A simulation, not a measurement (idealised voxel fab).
A process module follows: voxel double patterning.
FYI the section here is cut, 205 nm wide, cells are 5 nm squares.
We lay out every cross-section as a grid of square cells and spell it out in bands from the top down, where one band means one or more rows of cells.
Top, bottom (nm), then materials left to right with widths (nm); lone material tagged "full width" fills the whole band edge to edge; "air" = empty space.
Height datum 0, below which the as-received substrate wafer is one material. Lowest band open at the bottom, running downward: "top 0, no bottom".
Note: "30..40" means the width goes from the first number (top row of the band) to the second number (bottom row) in equal steps per row of cells.
What does "everything unchanged" mean for a step? It means no cell of the cross-section changed in that step.
Empty spaces counting at least 8 cells and having no open way to the top are listed in "Closed void roster". The notation width x height at distance is used for each, the distance being from the left edge and all three values in nm.
What comes after the settings on a step's line is commentary from the simulator itself on that step.
Regarding "overlay nm": on a step with a mask, it is the distance the mask lay to the right of its planned place; a negative value places it to the left.

Steps planned for the process
1,RECEIVE [material Si]
2,CONFORMAL_DEP [material SiO2] [thk nm 5]
3,DIRECTIONAL_DEP [material W] [thk nm 10]
4,DIRECTIONAL_DEP [material SiN] [thk nm 10]
5,PATTERN [tone open] [mask id FIRST] [material resist] [width nm 15] [pitch nm 50] [thk nm 15] [overlay nm 0]
6,DIRECTIONAL_ETCH [etch materials SiN] [depth nm 10]
7,STRIP [etch materials resist]
8,MASKED_ETCH [tone open] [mask id SECOND] [width nm 15] [etch materials SiN] [depth nm 10] [overlay nm 0]
9,DIRECTIONAL_ETCH [etch materials W] [depth nm 10]
10,STRIP [etch materials SiN]

Cross-section of the wafer as it came to us, i.e., already through step 1
* top 0, no bottom | Si full width
* Closed void roster: none

First of two wafers, end-of-module section, run followed plan
* top 15, bottom 5 | W (70), then air (15), then W (10), then air (15), then W (10), then air (15), then W (70)
* top 5, bottom 0 | SiO2 full width
* top 0, no bottom | Si full width
* Closed void roster: none

Module end: cross-section of wafer two of two. Same start and process plan as the first wafer. One mistake during execution
* top 25, bottom 15 | SiO2 full width
* top 15, bottom 5 | W full width
* top 5, bottom 0 | SiO2 full width
* top 0, no bottom | Si full width
* Closed void roster: none
What was done differently from what was planned? for step 4, the planned setting was not used; the step was instead run as DIRECTIONAL_DEP [material SiO2] [thk nm 10]
Final tally in cells, some materials are higher or lower on the second wafer than on the first: SiO2: 82 more; W: 18 more
